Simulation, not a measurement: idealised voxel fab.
The name of this process module is voxel transistor to metal.
Pictured: cross-section cut, 190 nm wide, on a grid of 5 nm square cells.
In this document a cross-section is written as a grid of square cells. It is given as a series of bands, listed from the top down, and a band is one or more rows of cells. Per band: top height and bottom height in nm, followed by the left-to-right materials and their widths in nm; "throughout" marks a single material spanning edge to edge, "air" marks empty space. Ref level 0: as-received wafer is one material below here. Bottom band extends down with no lower bound ("0 -> down"). A width such as "30->40" changes by the same amount from each row of cells to the next, from the band's top row to its bottom row. "nothing changed" after a step means that no cell of the cross-section changed. So "Non-vented voids" is basically the list of trapped voids: any empty space of 8 cells or more that can't reach the top through an opening. They're written width x height at distance, the distance being from the left edge, and it's all nm. Formally, on a step line, whatever follows the settings is a remark that the simulator itself makes on the step. "overlay nm" answers the question of how far to the right of plan the mask lay on a step that has a mask, and when it is negative the answer is to the left.
[These are the steps we planned for the process]
- 1: RECEIVE with material Si
- 2: OXIDIZE with depth nm 5
- 3: CONFORMAL_DEP with material SiN, thk nm 15
- 4: PATTERN with tone cover, mask id ACTIVE, material resist, width nm 115, thk nm 20, overlay nm 0
- 5: DIRECTIONAL_ETCH with etch materials SiN, depth nm 15
- 6: DIRECTIONAL_ETCH with etch materials SiO2, depth nm 5
- 7: DIRECTIONAL_ETCH with etch materials Si, depth nm 30
- 8: STRIP with etch materials resist
- 9: OXIDIZE with depth nm 5
- 10: FILL_DEP with material SiO2, thk nm 15
- 11: CMP with height nm 15
- 12: SELECTIVE_ETCH with etch materials SiO2, depth nm 15
- 13: STRIP with etch materials SiN
- 14: SELECTIVE_ETCH with etch materials SiO2, depth nm 5
- 15: OXIDIZE with depth nm 5
- 16: DIRECTIONAL_DEP with material polySi, thk nm 20
- 17: DIRECTIONAL_DEP with material SiCN, thk nm 15
- 18: DIRECTIONAL_DEP with material aC, thk nm 15
- 19: PATTERN with tone cover, mask id GATE, material resist, width nm 35, thk nm 35, overlay nm 0
- 20: DIRECTIONAL_ETCH with etch materials aC, depth nm 15
- 21: STRIP with etch materials resist
- 22: DIRECTIONAL_ETCH with etch materials SiCN, depth nm 25
- 23: DIRECTIONAL_ETCH with etch materials polySi, depth nm 30
- 24: STRIP with etch materials aC
- 25: CONFORMAL_DEP with material SiN, thk nm 10
- 26: DIRECTIONAL_ETCH with etch materials SiN, depth nm 10
- 27: DIRECTIONAL_ETCH with etch materials SiO2, depth nm 5
- 28: DIRECTIONAL_ETCH with etch materials Si, depth nm 15
- 29: EPI with material SiGe, thk nm 15
- 30: FILL_DEP with material SiO2, thk nm 5
- 31: CMP with height nm 15
- 32: STRIP with etch materials polySi
- 33: SELECTIVE_ETCH with etch materials SiO2, depth nm 5
- 34: CONFORMAL_DEP with material HfO2, thk nm 5
- 35: CONFORMAL_DEP with material TiN, thk nm 5
- 36: FILL_DEP with material W, thk nm 10
- 37: CMP with height nm 10
- 38: DIRECTIONAL_DEP with material SiO2, thk nm 10
- 39: DIRECTIONAL_DEP with material aC, thk nm 15
- 40: PATTERN with tone open, mask id CONTACT, material resist, width nm 15, pitch nm 80, thk nm 30, overlay nm 0
- 41: DIRECTIONAL_ETCH with etch materials aC, depth nm 15
- 42: STRIP with etch materials resist
- 43: DIRECTIONAL_ETCH with etch materials SiO2, depth nm 30
- 44: STRIP with etch materials aC
- 45: CONFORMAL_DEP with material TiN, thk nm 5
- 46: FILL_DEP with material Ru, thk nm 5
- 47: CMP with height nm 20
- 48: CONFORMAL_DEP with material SiCN, thk nm 5
- 49: DIRECTIONAL_DEP with material SiO2, thk nm 25
- 50: MASKED_ETCH with tone open, mask id METAL_1, width nm 15, pitch nm 80, etch materials SiO2, depth nm 25, overlay nm 0
- 51: MASKED_ETCH with tone open, mask id METAL_1, width nm 15, pitch nm 80, etch materials SiCN, depth nm 5, overlay nm 0
- 52: CONFORMAL_DEP with material TiN, thk nm 5
- 53: FILL_DEP with material Cu, thk nm 10
- 54: CMP with height nm 50
- 55: CONFORMAL_DEP with material SiCN, thk nm 5
[The cross-section here shows the wafer as received, i.e. in its state after step 1]
0 -> down: Si throughout
Non-vented voids: none
[End state of the module in cross-section, given the above starting point and plan and one mistake in execution]
55 -> 50: SiCN throughout
50 -> 25: SiO2 (45) / TiN (5) / Cu (5) / TiN (5) / SiO2 (65) / TiN (5) / Cu (5) / TiN (5) / SiO2 (50)
25 -> 20: SiCN (45) / TiN (15) / SiCN (65) / TiN (15) / SiCN (50)
20 -> 10: SiO2 (45) / TiN (5) / Ru (5) / TiN (5) / SiO2 (65) / TiN (5) / Ru (5) / TiN (5) / SiO2 (50)
10 -> 5: SiO2 (45) / TiN (15) / SiO2 (5) / SiN (10) / HfO2 (5) / TiN (5) / W (15) / TiN (5) / HfO2 (5) / SiN (10) / SiO2 (5) / TiN (15) / SiO2 (50)
5 -> 0: SiO2 (45) / TiN (5) / SiGe (15) / SiN (10) / HfO2 (5) / TiN (5) / W (15) / TiN (5) / HfO2 (5) / SiN (10) / SiGe (15) / TiN (5) / SiO2 (50)
0 -> -5: SiO2 (45) / TiN (5) / SiGe (15) / SiN (10) / HfO2 (5) / TiN (25) / HfO2 (5) / SiN (10) / SiGe (15) / TiN (5) / SiO2 (50)
-5 -> -10: SiO2 (45) / TiN (5) / SiGe (15) / SiO2 (5) / HfO2 (45) / SiO2 (5) / SiGe (15) / TiN (5) / SiO2 (50)
-10 -> -25: SiO2 (45) / SiGe (20) / Si (55) / SiGe (20) / SiO2 (50)
-25 -> -40: SiO2 (45) / Si (95) / SiO2 (50)
-40 -> down: Si throughout
Non-vented voids: none
Error vs. plan: step 4 ran differently from the plan; actual operation with settings: PATTERN with tone cover, mask id ACTIVE, material resist, width nm 105, thk nm 20, overlay nm 0
